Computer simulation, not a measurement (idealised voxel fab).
Process module in this document: voxel gate over fins
Pictured: cross-section cut, 280 nm wide, on a grid of 5 nm square cells.
Cross-section = grid of square cells, listed top down in bands; band = one or more rows. The entry gives the band's vertical extent as a top height and a bottom height in nm, then its horizontal make-up as materials from left to right, each with a width in nm. "empty" stands for empty space; a single material marked "full width" fills the band edge to edge. Heights are measured from 0, the level below which the as-received wafer is all one material; the lowest band has no bottom and continues downward, written as in "0 -> down". The width entry "30->40" should be interpreted row by row: the top row of cells in the band takes the first number, the bottom row takes the second number, and the change between adjacent rows is uniform throughout. "nothing different" means the step left every cell of the cross-section as it was. Closed empty spaces (no open way to the top) of 8 cells or more are what "Entrapped voids" lists, each as width x height at distance from the left edge, nm for all three. The remark found on a step's line after its settings is issued by the simulator itself and pertains to that step. overlay nm: where the mask lay relative to plan, measured to the right, on steps with a mask; negatives go left.
This section lists the process steps that were planned
1. RECEIVE: material Si
2. CONFORMAL_DEP: material SiN, thk nm 5
3. PATTERN: tone cover, mask id FINS, material resist, width nm 15, pitch nm 45, thk nm 20, overlay nm -15
4. DIRECTIONAL_ETCH: etch materials SiN, depth nm 5
5. DIRECTIONAL_ETCH: etch materials Si, depth nm 30
6. STRIP: etch materials resist
7. FILL_DEP: material SiO2, thk nm 5
8. CMP: height nm 5
9. SELECTIVE_ETCH: etch materials SiO2, depth nm 15
10. STRIP: etch materials SiN
11. CONFORMAL_DEP: material HfO2, thk nm 5
12. CONFORMAL_DEP: material TiN, thk nm 5
13. FILL_DEP: material W, thk nm 10
14. CMP: height nm 15
15. CONFORMAL_DEP: material SiCN, thk nm 5
The overlay nm used in step 3 is not the same on every wafer, whereas the starting condition is; the value printed in the plan is the first wafer's.
Received wafers, first of several: cross-section after step 1
  0 -> down = Si full width
  Entrapped voids: none
Here is the cross-section of the first of several wafers at the end of the module, after its last step, step 15
  20 -> 15 = SiCN full width
  15 -> 10 = W full width
  10 -> 5 = W: 85 / TiN: 35 / W: 10 / TiN: 35 / W: 115
  5 -> 0 = W: 85 / TiN: 5 / HfO2: 25 / TiN: 5 / W: 10 / TiN: 5 / HfO2: 25 / TiN: 5 / W: 115
  0 -> -5 = TiN: 90 / HfO2: 5 / Si: 15 / HfO2: 5 / TiN: 20 / HfO2: 5 / Si: 15 / HfO2: 5 / TiN: 120
  -5 -> -10 = HfO2: 95 / Si: 15 / HfO2: 30 / Si: 15 / HfO2: 125
  -10 -> -30 = SiO2: 95 / Si: 15 / SiO2: 30 / Si: 15 / SiO2: 125
  -30 -> down = Si full width
  Entrapped voids: none
End of module, last wafer sectioned
  20 -> 15 = SiCN full width
  15 -> 10 = W full width
  10 -> 5 = W: 115 / TiN: 35 / W: 10 / TiN: 35 / W: 85
  5 -> 0 = W: 115 / TiN: 5 / HfO2: 25 / TiN: 5 / W: 10 / TiN: 5 / HfO2: 25 / TiN: 5 / W: 85
  0 -> -5 = TiN: 120 / HfO2: 5 / Si: 15 / HfO2: 5 / TiN: 20 / HfO2: 5 / Si: 15 / HfO2: 5 / TiN: 90
  -5 -> -10 = HfO2: 125 / Si: 15 / HfO2: 30 / Si: 15 / HfO2: 95
  -10 -> -30 = SiO2: 125 / Si: 15 / SiO2: 30 / Si: 15 / SiO2: 95
  -30 -> down = Si full width
  Entrapped voids: none
Per-wafer rows below. For each material: cells gained (+) or lost (-) since the wafer was received, as of end of module. Then: closed voids
overlay nm -15 | +64 HfO2 | -300 Si | +56 SiCN | +200 SiO2 | +64 TiN | +140 W | Entrapped voids: none
overlay nm -10 | +64 HfO2 | -300 Si | +56 SiCN | +200 SiO2 | +64 TiN | +140 W | Entrapped voids: none
overlay nm -5 | +64 HfO2 | -300 Si | +56 SiCN | +200 SiO2 | +64 TiN | +140 W | Entrapped voids: none
overlay nm 0 | +64 HfO2 | -300 Si | +56 SiCN | +200 SiO2 | +64 TiN | +140 W | Entrapped voids: none
overlay nm 5 | +64 HfO2 | -300 Si | +56 SiCN | +200 SiO2 | +64 TiN | +140 W | Entrapped voids: none
overlay nm 10 | +64 HfO2 | -300 Si | +56 SiCN | +200 SiO2 | +64 TiN | +140 W | Entrapped voids: none
overlay nm 15 | +64 HfO2 | -300 Si | +56 SiCN | +200 SiO2 | +64 TiN | +140 W | Entrapped voids: none
